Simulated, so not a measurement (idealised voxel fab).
process module | voxel self aligned contacts
cross-section cut | 260 nm wide | cells 5 nm
A cross-section is a grid of square cells, given in bands from the top down. A band is one or more rows of cells.
Each band's line starts with the height of the band's top and of its bottom, in nm. Then come its materials from left to right, each with its width in nm. One material with "throughout" fills the band from edge to edge. "air" is empty space.
Height 0 is the level under which the wafer as received is all one material. The lowest band goes on downwards, as in "0 down".
A width such as "30 to 40" changes by the same amount from each row of cells to the next, from the band's top row to its bottom row.
"no change" after a step means that no cell of the cross-section changed.
closed voids: empty space of 8 cells or more with no open way to the top, each as width x height at its distance from the left edge, in nm
after a step's settings: what the simulator itself notes on the step
overlay nm, on a step with a mask: how far to the right of its planned place the mask lay; to the left if negative
plan
1 op RECEIVE | material Si
2 op OXIDIZE | depth nm 5
3 op DIRECTIONAL_DEP | material polySi | thk nm 30
4 op DIRECTIONAL_DEP | material SiN | thk nm 15
5 op MASKED_ETCH | tone cover | mask id GATE | width nm 35 | pitch nm 70 | etch materials SiN | depth nm 15 | overlay nm 0
6 op MASKED_ETCH | tone cover | mask id GATE | width nm 35 | pitch nm 70 | etch materials polySi | depth nm 30 | overlay nm 0
7 op CONFORMAL_DEP | material SiN | thk nm 5
8 op DIRECTIONAL_ETCH | etch materials SiN | depth nm 5
9 op FILL_DEP | material SiO2 | thk nm 15
10 op CMP | height nm 50
11 op PATTERN | tone open | mask id CONTACT | material resist | width nm 45 | pitch nm 70 | thk nm 15 | overlay nm 0
12 op DIRECTIONAL_ETCH | etch materials SiO2 | depth nm 55
13 op STRIP | etch materials resist
14 op CONFORMAL_DEP | material TiN | thk nm 5
15 op FILL_DEP | material Ru | thk nm 10
16 op CMP | height nm 50
17 op CONFORMAL_DEP | material SiCN | thk nm 5
first wafer, as planned
as received, after step 1
  0 down: Si throughout
  closed voids: none
after step 2
  0 to -5: SiO2 throughout
  below -5: unchanged
after step 3
  30 to 0: polySi throughout
  below 0: unchanged
after step 4
  45 to 30: SiN throughout
  below 30: unchanged
after step 5
  45 to 30: air 40 | SiN 35 | air 35 | SiN 35 | air 35 | SiN 35 | air 45
  below 30: unchanged
after step 6
  45 to 30: air 40 | SiN 35 | air 35 | SiN 35 | air 35 | SiN 35 | air 45
  30 to 0: air 40 | polySi 35 | air 35 | polySi 35 | air 35 | polySi 35 | air 45
  below 0: unchanged
after step 7
  50 to 30: air 35 | SiN 45 | air 25 | SiN 45 | air 25 | SiN 45 | air 40
  30 to 5: air 35 | SiN 5 | polySi 35 | SiN 5 | air 25 | SiN 5 | polySi 35 | SiN 5 | air 25 | SiN 5 | polySi 35 | SiN 5 | air 40
  5 to 0: SiN 40 | polySi 35 | SiN 35 | polySi 35 | SiN 35 | polySi 35 | SiN 45
  below 0: unchanged
after step 8
  45 to 30: air 35 | SiN 45 | air 25 | SiN 45 | air 25 | SiN 45 | air 40
  30 to 0: air 35 | SiN 5 | polySi 35 | SiN 5 | air 25 | SiN 5 | polySi 35 | SiN 5 | air 25 | SiN 5 | polySi 35 | SiN 5 | air 40
  below 0: unchanged
after step 9
  60 to 45: SiO2 throughout
  45 to 30: SiO2 35 | SiN 45 | SiO2 25 | SiN 45 | SiO2 25 | SiN 45 | SiO2 40
  30 to 0: SiO2 35 | SiN 5 | polySi 35 | SiN 5 | SiO2 25 | SiN 5 | polySi 35 | SiN 5 | SiO2 25 | SiN 5 | polySi 35 | SiN 5 | SiO2 40
  below 0: unchanged
after step 10
  50 to 45: SiO2 throughout
  below 45: unchanged
after step 11
  65 to 50: resist 70 | air 45 | resist 25 | air 45 | resist 75
  below 50: unchanged
after step 12
  65 to 50: resist 70 | air 45 | resist 25 | air 45 | resist 75
  50 to 45: SiO2 70 | air 45 | SiO2 25 | air 45 | SiO2 75
  45 to 30: SiO2 35 | SiN 45 | air 25 | SiN 45 | air 25 | SiN 45 | SiO2 40
  30 to 0: SiO2 35 | SiN 5 | polySi 35 | SiN 5 | air 25 | SiN 5 | polySi 35 | SiN 5 | air 25 | SiN 5 | polySi 35 | SiN 5 | SiO2 40
  0 to -5: SiO2 80 | air 25 | SiO2 45 | air 25 | SiO2 85
  below -5: unchanged
after step 13
  50 to 45: SiO2 70 | air 45 | SiO2 25 | air 45 | SiO2 75
  below 45: unchanged
after step 14
  55 to 50: TiN 75 | air 35 | TiN 35 | air 35 | TiN 80
  50 to 45: SiO2 70 | TiN 15 | air 15 | TiN 15 | SiO2 25 | TiN 15 | air 15 | TiN 15 | SiO2 75
  45 to 30: SiO2 35 | SiN 45 | TiN 5 | air 15 | TiN 5 | SiN 45 | TiN 5 | air 15 | TiN 5 | SiN 45 | SiO2 40
  30 to 0: SiO2 35 | SiN 5 | polySi 35 | SiN 5 | TiN 5 | air 15 | TiN 5 | SiN 5 | polySi 35 | SiN 5 | TiN 5 | air 15 | TiN 5 | SiN 5 | polySi 35 | SiN 5 | SiO2 40
  0 to -5: SiO2 80 | TiN 25 | SiO2 45 | TiN 25 | SiO2 85
  below -5: unchanged
after step 15
  65 to 55: Ru throughout
  55 to 50: TiN 75 | Ru 35 | TiN 35 | Ru 35 | TiN 80
  50 to 45: SiO2 70 | TiN 15 | Ru 15 | TiN 15 | SiO2 25 | TiN 15 | Ru 15 | TiN 15 | SiO2 75
  45 to 30: SiO2 35 | SiN 45 | TiN 5 | Ru 15 | TiN 5 | SiN 45 | TiN 5 | Ru 15 | TiN 5 | SiN 45 | SiO2 40
  30 to 0: SiO2 35 | SiN 5 | polySi 35 | SiN 5 | TiN 5 | Ru 15 | TiN 5 | SiN 5 | polySi 35 | SiN 5 | TiN 5 | Ru 15 | TiN 5 | SiN 5 | polySi 35 | SiN 5 | SiO2 40
  below 0: unchanged
after step 16
  50 to 45: SiO2 70 | TiN 15 | Ru 15 | TiN 15 | SiO2 25 | TiN 15 | Ru 15 | TiN 15 | SiO2 75
  below 45: unchanged
after step 17
  55 to 50: SiCN throughout
  below 50: unchanged
second wafer: like start, like plan, one mistake. Through step 10 it matches the first wafer
when step 11 should have ended
  65 to 50: resist 80 | air 45 | resist 25 | air 45 | resist 65
  below 50: unchanged
when step 12 should have ended
  65 to 50: resist 80 | air 45 | resist 25 | air 45 | resist 65
  50 to 45: SiO2 80 | air 45 | SiO2 25 | air 45 | SiO2 65
  45 to 30: SiO2 35 | SiN 45 | air 25 | SiN 45 | air 25 | SiN 45 | SiO2 40
  30 to 0: SiO2 35 | SiN 5 | polySi 35 | SiN 5 | air 25 | SiN 5 | polySi 35 | SiN 5 | air 25 | SiN 5 | polySi 35 | SiN 5 | SiO2 40
  0 to -5: SiO2 80 | air 25 | SiO2 45 | air 25 | SiO2 85
  below -5: unchanged
when step 13 should have ended
  50 to 45: SiO2 80 | air 45 | SiO2 25 | air 45 | SiO2 65
  below 45: unchanged
when step 14 should have ended
  55 to 50: TiN 85 | air 35 | TiN 35 | air 35 | TiN 70
  50 to 45: SiO2 80 | TiN 5 | air 15 | TiN 25 | SiO2 25 | TiN 5 | air 15 | TiN 25 | SiO2 65
  45 to 30: SiO2 35 | SiN 45 | TiN 5 | air 15 | TiN 5 | SiN 45 | TiN 5 | air 15 | TiN 5 | SiN 45 | SiO2 40
  30 to 0: SiO2 35 | SiN 5 | polySi 35 | SiN 5 | TiN 5 | air 15 | TiN 5 | SiN 5 | polySi 35 | SiN 5 | TiN 5 | air 15 | TiN 5 | SiN 5 | polySi 35 | SiN 5 | SiO2 40
  0 to -5: SiO2 80 | TiN 25 | SiO2 45 | TiN 25 | SiO2 85
  below -5: unchanged
when step 15 should have ended
  65 to 55: Ru throughout
  55 to 50: TiN 85 | Ru 35 | TiN 35 | Ru 35 | TiN 70
  50 to 45: SiO2 80 | TiN 5 | Ru 15 | TiN 25 | SiO2 25 | TiN 5 | Ru 15 | TiN 25 | SiO2 65
  45 to 30: SiO2 35 | SiN 45 | TiN 5 | Ru 15 | TiN 5 | SiN 45 | TiN 5 | Ru 15 | TiN 5 | SiN 45 | SiO2 40
  30 to 0: SiO2 35 | SiN 5 | polySi 35 | SiN 5 | TiN 5 | Ru 15 | TiN 5 | SiN 5 | polySi 35 | SiN 5 | TiN 5 | Ru 15 | TiN 5 | SiN 5 | polySi 35 | SiN 5 | SiO2 40
  below 0: unchanged
when step 16 should have ended
  50 to 45: SiO2 80 | TiN 5 | Ru 15 | TiN 25 | SiO2 25 | TiN 5 | Ru 15 | TiN 25 | SiO2 65
  below 45: unchanged
when step 17 should have ended
  55 to 50: SiCN throughout
  below 50: unchanged
what went wrong: step 11 ran as: op PATTERN | tone open | mask id CONTACT | material resist | width nm 45 | pitch nm 70 | thk nm 15 | overlay nm 10
at the end the second wafer has, in cells: as many of each material as the first, in other places
